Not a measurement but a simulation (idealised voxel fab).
Module name: voxel ribs on slabs (process module)
The cross-section on display is named cut; it measures 280 nm wide, and its cells are 5 nm squares.
In this document a cross-section is written as a grid of square cells. It is given as a series of bands, listed from the top down, and a band is one or more rows of cells. Heads up on the band format: heights come first, top then bottom, in nm. After that it's the materials left to right, each with its width in nm. A single material flagged "throughout" fills the whole band edge to edge, and "blank" means there's empty space there. The level at which height equals 0 is the one under which the wafer, as it arrives, is entirely one material. No lower edge exists for the bottom band, which continues downward and is notated as in "0 nm and below". Think of "30..40" as a width that walks from the first number to the second as you go down the band, top row to bottom row, taking equal-sized steps from row to row. Given "nothing changed" for a step, no cell of the cross-section differs between before and after that step. This entry, "Trapped voids", enumerates those empty regions of no fewer than 8 cells that possess no open connection to the top. Each region is reported in the form width x height at distance, the distance being taken from the left edge, with all three quantities expressed in nm. Whatever follows a step's settings on its line is a remark the simulator itself makes about that step. Regarding "overlay nm": on a step with a mask, it is the distance the mask lay to the right of its planned place; a negative value places it to the left.

## The steps planned for the process are as follows
1 RECEIVE with material Si
2 DIRECTIONAL_DEP with material SiO2, thk nm 25
3 DIRECTIONAL_DEP with material polySi, thk nm 25
4 MASKED_ETCH with tone cover, mask id RIB, width nm 25, etch materials polySi, depth nm 10, overlay nm 0
5 DIRECTIONAL_DEP with material aC, thk nm 15
6 PATTERN with tone cover, mask id SLAB, material resist, width nm 55, thk nm 35, overlay nm 0
7 DIRECTIONAL_ETCH with etch materials aC, depth nm 15
8 STRIP with etch materials resist
9 DIRECTIONAL_ETCH with etch materials polySi, depth nm 15
10 STRIP with etch materials aC
11 FILL_DEP with material SiO2, thk nm 15
12 CMP with height nm 60
13 DIRECTIONAL_DEP with material TiN, thk nm 10
14 MASKED_ETCH with tone cover, mask id HEATER, width nm 35, etch materials TiN, depth nm 10, overlay nm 0
15 CONFORMAL_DEP with material SiN, thk nm 5

## First wafer of two (run as planned)

## So this is the incoming wafer in cross-section - it's already been through step 1
	0 nm and below  Si throughout
	Trapped voids: none

## after step 2
	25 nm to 0 nm  SiO2 throughout
	Under 0: no change, same as before.

## after step 3
	50 nm to 25 nm  polySi throughout
	Under 25: no change, same as before.

## after step 4
	50 nm to 40 nm  125 nm blank  25 nm polySi  130 nm blank
	Under 40: no change, same as before.

## after step 5
	65 nm to 55 nm  125 nm blank  25 nm aC  130 nm blank
	55 nm to 50 nm  aC throughout
	50 nm to 40 nm  125 nm aC  25 nm polySi  130 nm aC
	Under 40: no change, same as before.

## after step 6
	100 nm to 65 nm  110 nm blank  55 nm resist  115 nm blank
	65 nm to 55 nm  110 nm blank  15 nm resist  25 nm aC  15 nm resist  115 nm blank
	Under 55: no change, same as before.

## after step 7
	85 nm to 65 nm  110 nm blank  55 nm resist  115 nm blank
	65 nm to 55 nm  110 nm blank  15 nm resist  25 nm aC  15 nm resist  115 nm blank
	55 nm to 50 nm  110 nm blank  55 nm aC  115 nm blank
	50 nm to 40 nm  110 nm blank  15 nm aC  25 nm polySi  15 nm aC  115 nm blank
	Under 40: no change, same as before.

## after step 8
	65 nm to 55 nm  125 nm blank  25 nm aC  130 nm blank
	Under 55: no change, same as before.

## after step 9
	65 nm to 55 nm  125 nm blank  25 nm aC  130 nm blank
	55 nm to 50 nm  110 nm blank  55 nm aC  115 nm blank
	50 nm to 40 nm  110 nm blank  15 nm aC  25 nm polySi  15 nm aC  115 nm blank
	40 nm to 25 nm  110 nm blank  55 nm polySi  115 nm blank
	Under 25: no change, same as before.

## after step 10
	50 nm to 40 nm  125 nm blank  25 nm polySi  130 nm blank
	Under 40: no change, same as before.

## after step 11
	65 nm to 50 nm  SiO2 throughout
	50 nm to 40 nm  125 nm SiO2  25 nm polySi  130 nm SiO2
	40 nm to 25 nm  110 nm SiO2  55 nm polySi  115 nm SiO2
	Under 25: no change, same as before.

## after step 12
	60 nm to 50 nm  SiO2 throughout
	Under 50: no change, same as before.

## after step 13
	70 nm to 60 nm  TiN throughout
	Under 60: no change, same as before.

## after step 14
	70 nm to 60 nm  120 nm blank  35 nm TiN  125 nm blank
	Under 60: no change, same as before.

## after step 15
	75 nm to 70 nm  115 nm blank  45 nm SiN  120 nm blank
	70 nm to 65 nm  115 nm blank  5 nm SiN  35 nm TiN  5 nm SiN  120 nm blank
	65 nm to 60 nm  120 nm SiN  35 nm TiN  125 nm SiN
	Under 60: no change, same as before.

## The second wafer: identical to the first at the outset and in its planned sequence, differing only in that one mistake was made during processing; up to and including step 1, its path is the first wafer's path

## Cross-section of the second wafer corresponding to the planned conclusion of step 2
	25 nm to 0 nm  polySi throughout
	Under 0: no change, same as before.

## Cross-section of the second wafer corresponding to the planned conclusion of step 3
	50 nm to 25 nm  SiO2 throughout
	Under 25: no change, same as before.

Cross-section of the second wafer corresponding to the planned conclusion of step 4: nothing changed

## Cross-section of the second wafer corresponding to the planned conclusion of step 5
	65 nm to 50 nm  aC throughout
	Under 50: no change, same as before.

## Cross-section of the second wafer corresponding to the planned conclusion of step 6
	100 nm to 65 nm  110 nm blank  55 nm resist  115 nm blank
	Under 65: no change, same as before.

## Cross-section of the second wafer corresponding to the planned conclusion of step 7
	85 nm to 65 nm  110 nm blank  55 nm resist  115 nm blank
	65 nm to 50 nm  110 nm blank  55 nm aC  115 nm blank
	Under 50: no change, same as before.

## Cross-section of the second wafer corresponding to the planned conclusion of step 8
	65 nm to 50 nm  110 nm blank  55 nm aC  115 nm blank
	Under 50: no change, same as before.

Cross-section of the second wafer corresponding to the planned conclusion of step 9: nothing changed

## Cross-section of the second wafer corresponding to the planned conclusion of step 10
	50 nm to 25 nm  SiO2 throughout
	Under 25: no change, same as before.

## Cross-section of the second wafer corresponding to the planned conclusion of step 11
	65 nm to 25 nm  SiO2 throughout
	Under 25: no change, same as before.

## Cross-section of the second wafer corresponding to the planned conclusion of step 12
	60 nm to 25 nm  SiO2 throughout
	Under 25: no change, same as before.

## Cross-section of the second wafer corresponding to the planned conclusion of step 13
	70 nm to 60 nm  TiN throughout
	Under 60: no change, same as before.

## Cross-section of the second wafer corresponding to the planned conclusion of step 14
	70 nm to 60 nm  120 nm blank  35 nm TiN  125 nm blank
	Under 60: no change, same as before.

## Cross-section of the second wafer corresponding to the planned conclusion of step 15
	75 nm to 70 nm  115 nm blank  45 nm SiN  120 nm blank
	70 nm to 65 nm  115 nm blank  5 nm SiN  35 nm TiN  5 nm SiN  120 nm blank
	65 nm to 60 nm  120 nm SiN  35 nm TiN  125 nm SiN
	Under 60: no change, same as before.
What went wrong in running the wafer? the executed order of steps 2 and 3 is the reverse of that specified in the plan, each step having taken the other's position
Once processing is complete, comparing cell counts shows that the second wafer has more or fewer of certain materials than the first: SiO2: 237 fewer; polySi: 237 more
